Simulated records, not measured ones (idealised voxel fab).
The name of this process module is voxel self aligned vias.
In the cross-section labelled cut, the width is 225 nm and each square cell is 5 nm.
Cross-section, as written here: a square-cell grid given band by band from the top down, where a band holds one or more rows of cells. Quick guide to a band line: top height, bottom height (nm) up front; then every material left to right with its width in nm. Only one material and it's marked "edge to edge"? Then it fills the band edge to edge. And "air" just means empty space. The reference from which all heights are counted is 0, the level beneath which the as-received wafer is entirely one material; the lowest band, having no lower bound, proceeds downward and is written after the example "z 0 and below". It should be noted that a width expressed as "30 to 40" varies in equal increments from row to row of cells within the band, taking the value of the first number at the top row and that of the second number at the bottom row. Reading "stayed the same" for a step: not a cell of the cross-section changed in it. Heads up: "Trapped void list" only lists the empty pockets with no open path to the top that are 8 cells or more, and it writes them as width x height at distance, distance from the left edge, in nm. On a step's line, text after the settings is the simulator commenting on that step. Each step line may optionally specify "overlay nm", which for a step with a mask gives the rightward distance between the mask's planned place and where it lay, a negative value indicating the leftward direction.

Process steps - plan:
1,RECEIVE,material Si
2,CONFORMAL_DEP,material SiO2,thk nm 10
3,CONFORMAL_DEP,material SiCN,thk nm 5
4,DIRECTIONAL_DEP,material lowk,thk nm 30
5,MASKED_ETCH,tone open,mask id LINES,width nm 30,pitch nm 70,etch materials lowk,depth nm 30,overlay nm 0
6,CONFORMAL_DEP,material TiN,thk nm 5
7,FILL_DEP,material W,thk nm 10
8,CMP,height nm 45
9,SELECTIVE_ETCH,etch materials W Ru TiN,depth nm 10
10,FILL_DEP,material SiN,thk nm 10
11,CMP,height nm 45
12,DIRECTIONAL_DEP,material lowk,thk nm 15
13,MASKED_ETCH,tone open,mask id VIAS,width nm 40,pitch nm 70,etch materials lowk,depth nm 15,overlay nm 0
14,MASKED_ETCH,tone open,mask id VIAS,width nm 40,pitch nm 70,etch materials SiN,depth nm 10,overlay nm 0
15,CONFORMAL_DEP,material TiN,thk nm 5
16,FILL_DEP,material W,thk nm 5
17,CMP,height nm 60
18,CONFORMAL_DEP,material SiCN,thk nm 5

Delivered wafer in cross-section: state after step 1:
- z 0 and below = Si edge to edge
- Trapped void list: none

The module was run from the start shown above using the plan shown above, but one mistake was made doing it; the resulting wafer cross-section is below:
- z 65 to 60 = SiCN edge to edge
- z 60 to 50 = lowk (55) / TiN (5) / W (30) / TiN (5) / lowk (30) / TiN (5) / W (30) / TiN (5) / lowk (60)
- z 50 to 45 = lowk (55) / TiN (40) / lowk (30) / TiN (40) / lowk (60)
- z 45 to 40 = SiCN edge to edge
- z 40 to 10 = lowk edge to edge
- z 10 to 0 = SiO2 edge to edge
- z 0 and below = Si edge to edge
- Trapped void list: none
Deviation from plan: steps 3 and 4 were swapped
